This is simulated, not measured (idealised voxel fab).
This is a process module. Its name is voxel transistor to metal.
Square cell edge 5 nm, section width 145 nm, ID cut.
Cross-section = grid of square cells, listed top down in bands; band = one or more rows. Per band: top height and bottom height in nm, followed by the left-to-right materials and their widths in nm; "all across" marks a single material spanning edge to edge, "blank" marks empty space. Zero point of the height axis is 0; under it, received wafer = one material. Lowest band: continues down indefinitely, "0 nm and below". The width entry "30 to 40" should be interpreted row by row: the top row of cells in the band takes the first number, the bottom row takes the second number, and the change between adjacent rows is uniform throughout. For the purposes of this document, the phrase "remains unaltered" attached to a step denotes that no cell within the cross-section was modified by that step. Enclosed voids (no open way to top), threshold 8 cells or more, entry "Entrapped voids", notation width x height at distance, distance from left edge, nm. The remark found on a step's line after its settings is issued by the simulator itself and pertains to that step. When a step includes a mask, the "overlay nm" setting on its line states how far to the right of its planned place that mask lay, and negative values state how far to the left.

**So here's the lineup of process steps we planned**
1: RECEIVE with material Si
2: CONFORMAL_DEP with material SiO2, thk nm 5
3: CONFORMAL_DEP with material SiN, thk nm 15
4: DIRECTIONAL_DEP with material aC, thk nm 10
5: PATTERN with tone cover, mask id ACTIVE, material resist, width nm 100, thk nm 25, overlay nm 0
6: DIRECTIONAL_ETCH with etch materials aC, depth nm 10
7: STRIP with etch materials resist
8: DIRECTIONAL_ETCH with etch materials SiN, depth nm 15
9: DIRECTIONAL_ETCH with etch materials SiO2, depth nm 5
10: DIRECTIONAL_ETCH with etch materials Si, depth nm 20
11: STRIP with etch materials aC
12: FILL_DEP with material SiO2, thk nm 15
13: CMP with height nm 20
14: SELECTIVE_ETCH with etch materials SiO2, depth nm 15
15: STRIP with etch materials SiN
16: SELECTIVE_ETCH with etch materials SiO2, depth nm 5
17: OXIDIZE with depth nm 5
18: DIRECTIONAL_DEP with material polySi, thk nm 25
19: DIRECTIONAL_DEP with material SiCN, thk nm 10
20: MASKED_ETCH with tone cover, mask id GATE, width nm 20, etch materials SiCN, depth nm 20, overlay nm 0
21: MASKED_ETCH with tone cover, mask id GATE, width nm 20, etch materials polySi, depth nm 35, overlay nm 0
22: CONFORMAL_DEP with material SiO2, thk nm 5
23: DIRECTIONAL_ETCH with etch materials SiO2, depth nm 5
24: CONFORMAL_DEP with material SiN, thk nm 10
25: DIRECTIONAL_ETCH with etch materials SiN, depth nm 10
26: DIRECTIONAL_ETCH with etch materials SiO2, depth nm 5
27: DIRECTIONAL_ETCH with etch materials Si, depth nm 5
28: EPI with material pSi, thk nm 10
29: FILL_DEP with material SiO2, thk nm 10
30: CMP with height nm 35
31: DIRECTIONAL_DEP with material SiO2, thk nm 15
32: MASKED_ETCH with tone open, mask id CONTACT, width nm 20, pitch nm 70, etch materials SiO2, depth nm 50, overlay nm 0
33: CONFORMAL_DEP with material TiN, thk nm 5
34: FILL_DEP with material W, thk nm 10
35: CMP with height nm 50
36: CONFORMAL_DEP with material SiN, thk nm 5
37: DIRECTIONAL_DEP with material lowk, thk nm 15
38: MASKED_ETCH with tone open, mask id METAL_1, width nm 20, pitch nm 70, etch materials lowk, depth nm 15, overlay nm 0
39: MASKED_ETCH with tone open, mask id METAL_1, width nm 20, pitch nm 70, etch materials SiN, depth nm 5, overlay nm 0
40: CONFORMAL_DEP with material TiN, thk nm 5
41: FILL_DEP with material Cu, thk nm 10
42: CMP with height nm 70
43: CONFORMAL_DEP with material SiCN, thk nm 5
44: DIRECTIONAL_DEP with material lowk, thk nm 30
45: DIRECTIONAL_DEP with material aC, thk nm 10
46: PATTERN with tone open, mask id METAL_2, material resist, width nm 20, pitch nm 70, thk nm 30, overlay nm 0
47: DIRECTIONAL_ETCH with etch materials aC, depth nm 10
48: STRIP with etch materials resist
49: DIRECTIONAL_ETCH with etch materials lowk, depth nm 15
50: STRIP with etch materials aC
51: DIRECTIONAL_DEP with material aC, thk nm 10
52: PATTERN with tone open, mask id METAL_2_HOLES, material resist, width nm 15, pitch nm 70, thk nm 30, overlay nm 0
53: DIRECTIONAL_ETCH with etch materials aC, depth nm 10
54: STRIP with etch materials resist
55: DIRECTIONAL_ETCH with etch materials lowk, depth nm 15
56: DIRECTIONAL_ETCH with etch materials SiCN, depth nm 5
57: STRIP with etch materials aC
58: CONFORMAL_DEP with material TiN, thk nm 5
59: FILL_DEP with material Ru, thk nm 10
60: CMP with height nm 105
61: CONFORMAL_DEP with material SiCN, thk nm 5

**as received, after step 1**
	0 nm and below: Si all across
	Entrapped voids: none

**The following cross-section depicts the wafer upon conclusion of the module. Processing commenced from the starting condition illustrated above and adhered to the plan illustrated above, save for one mistake in execution**
	110 nm to 105 nm: SiCN all across
	105 nm to 95 nm: lowk 25, TiN 5, Ru 10, TiN 5, lowk 50, TiN 5, Ru 10, TiN 5, lowk 30
	95 nm to 90 nm: lowk 25, TiN 5, Ru 5, TiN 10, lowk 50, TiN 5, Ru 5, TiN 10, lowk 30
	90 nm to 75 nm: lowk 25, TiN 5, Ru 5, TiN 5, lowk 55, TiN 5, Ru 5, TiN 5, lowk 35
	75 nm to 70 nm: SiCN 25, TiN 15, SiCN 55, TiN 15, SiCN 35
	70 nm to 55 nm: lowk 25, TiN 5, Cu 10, TiN 5, lowk 50, TiN 5, Cu 10, TiN 5, lowk 30
	55 nm to 50 nm: SiN 25, TiN 20, SiN 50, TiN 20, SiN 30
	50 nm to 40 nm: SiO2 25, TiN 5, W 10, TiN 5, SiO2 50, TiN 5, W 10, TiN 5, SiO2 30
	40 nm to 35 nm: SiO2 25, TiN 20, SiO2 50, TiN 20, SiO2 30
	35 nm to 30 nm: lowk 45, SiN 10, lowk 5, SiCN 20, lowk 5, SiN 10, lowk 50
	30 nm to 25 nm: lowk 45, SiN 10, SiO2 5, SiCN 20, SiO2 5, SiN 10, lowk 50
	25 nm to 5 nm: lowk 45, SiN 10, SiO2 5, polySi 20, SiO2 5, SiN 10, lowk 50
	5 nm to 0 nm: lowk 35, pSi 10, SiN 10, SiO2 5, polySi 20, SiO2 5, SiN 10, pSi 10, lowk 40
	0 nm to -5 nm: lowk 15, pSi 30, SiO2 50, pSi 30, lowk 20
	-5 nm to -10 nm: SiO2 20, pSi 25, Si 50, pSi 25, SiO2 25
	-10 nm to -20 nm: SiO2 20, Si 100, SiO2 25
	-20 nm and below: Si all across
	Entrapped voids: none
Which mistake was made when the wafer was run? step 29 changed vs plan, executed as FILL_DEP with material lowk, thk nm 10
